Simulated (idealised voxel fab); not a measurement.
process module | voxel capacitor over wiring
cross-section cut | 160 nm wide | cells 5 nm
A cross-section is a grid of square cells, given in bands from the top down. A band is one or more rows of cells.
Each band's line starts with the height of the band's top and of its bottom, in nm. Then come its materials from left to right, each with its width in nm. One material with "throughout" fills the band from edge to edge. "air" is empty space.
Height 0 is the level under which the wafer as received is all one material. The lowest band goes on downwards, as in "0 down".
A width such as "30 to 40" changes by the same amount from each row of cells to the next, from the band's top row to its bottom row.
"no change" after a step means that no cell of the cross-section changed.
closed voids: empty space of 8 cells or more with no open way to the top, each as width x height at its distance from the left edge, in nm
after a step's settings: what the simulator itself notes on the step
overlay nm, on a step with a mask: how far to the right of its planned place the mask lay; to the left if negative
plan
1 op RECEIVE | material Si
2 op CONFORMAL_DEP | material SiO2 | thk nm 10
3 op DIRECTIONAL_DEP | material TiN | thk nm 5
4 op DIRECTIONAL_DEP | material Ru | thk nm 20
5 op PATTERN | tone cover | mask id METAL_1 | material resist | width nm 25 | pitch nm 75 | thk nm 15 | overlay nm 0
6 op DIRECTIONAL_ETCH | etch materials Ru | depth nm 20
7 op DIRECTIONAL_ETCH | etch materials TiN | depth nm 5
8 op STRIP | etch materials resist
9 op CONFORMAL_DEP | material SiCN | thk nm 5
10 op FILL_DEP | material lowk | thk nm 10
11 op CMP | height nm 35
12 op CONFORMAL_DEP | material SiCN | thk nm 5
13 op DIRECTIONAL_DEP | material lowk | thk nm 10
14 op PATTERN | tone open | mask id PLUG_1 | material resist | width nm 15 | thk nm 15 | overlay nm 0
15 op DIRECTIONAL_ETCH | etch materials lowk | depth nm 10
16 op DIRECTIONAL_ETCH | etch materials SiCN | depth nm 5
17 op STRIP | etch materials resist
18 op CONFORMAL_DEP | material TiN | thk nm 5
19 op FILL_DEP | material Cu | thk nm 5
20 op CMP | height nm 50
21 op DIRECTIONAL_DEP | material TiN | thk nm 5
22 op DIRECTIONAL_DEP | material Al2O3 | thk nm 5
23 op DIRECTIONAL_DEP | material TiN | thk nm 10
24 op MASKED_ETCH | tone cover | mask id UPPER_PLATE | width nm 55 | etch materials TiN | depth nm 10 | overlay nm 0
25 op MASKED_ETCH | tone cover | mask id UPPER_PLATE | width nm 55 | etch materials Al2O3 | depth nm 5 | overlay nm 0
26 op MASKED_ETCH | tone cover | mask id LOWER_PLATE | width nm 65 | etch materials TiN | depth nm 5 | overlay nm 0
27 op FILL_DEP | material SiO2 | thk nm 15
28 op CMP | height nm 80
29 op DIRECTIONAL_DEP | material aC | thk nm 15
30 op PATTERN | tone open | mask id PLUG_2 | material resist | width nm 15 | thk nm 35 | overlay nm 0
31 op DIRECTIONAL_ETCH | etch materials aC | depth nm 15
32 op STRIP | etch materials resist
33 op DIRECTIONAL_ETCH | etch materials SiO2 | depth nm 10
34 op STRIP | etch materials aC
35 op CONFORMAL_DEP | material TiN | thk nm 5
36 op FILL_DEP | material Cu | thk nm 10
37 op CMP | height nm 80
38 op CONFORMAL_DEP | material SiCN | thk nm 5
as received, after step 1
  0 down: Si throughout
  closed voids: none
a wafer at the end: this start, this plan, one mistake
  85 to 80: SiCN throughout
  80 to 75: SiO2 50 | TiN 5 | Cu 5 | TiN 5 | SiO2 95
  75 to 70: SiO2 50 | TiN 15 | SiO2 95
  70 to 60: SiO2 45 | TiN 45 | SiO2 70
  60 to 55: SiO2 40 | Al2O3 55 | SiO2 65
  55 to 50: SiO2 35 | TiN 65 | SiO2 60
  50 to 40: lowk 40 | TiN 5 | Cu 5 | TiN 5 | lowk 105
  40 to 35: SiCN 40 | TiN 15 | SiCN 105
  35 to 15: lowk 25 | SiCN 5 | Ru 25 | SiCN 5 | lowk 40 | SiCN 5 | Ru 25 | SiCN 5 | lowk 25
  15 to 10: SiCN 30 | TiN 25 | SiCN 50 | TiN 25 | SiCN 30
  10 to 0: SiO2 throughout
  0 down: Si throughout
  closed voids: none
what went wrong: step 24 ran as: op MASKED_ETCH | tone cover | mask id UPPER_PLATE | width nm 45 | etch materials TiN | depth nm 10 | overlay nm 0
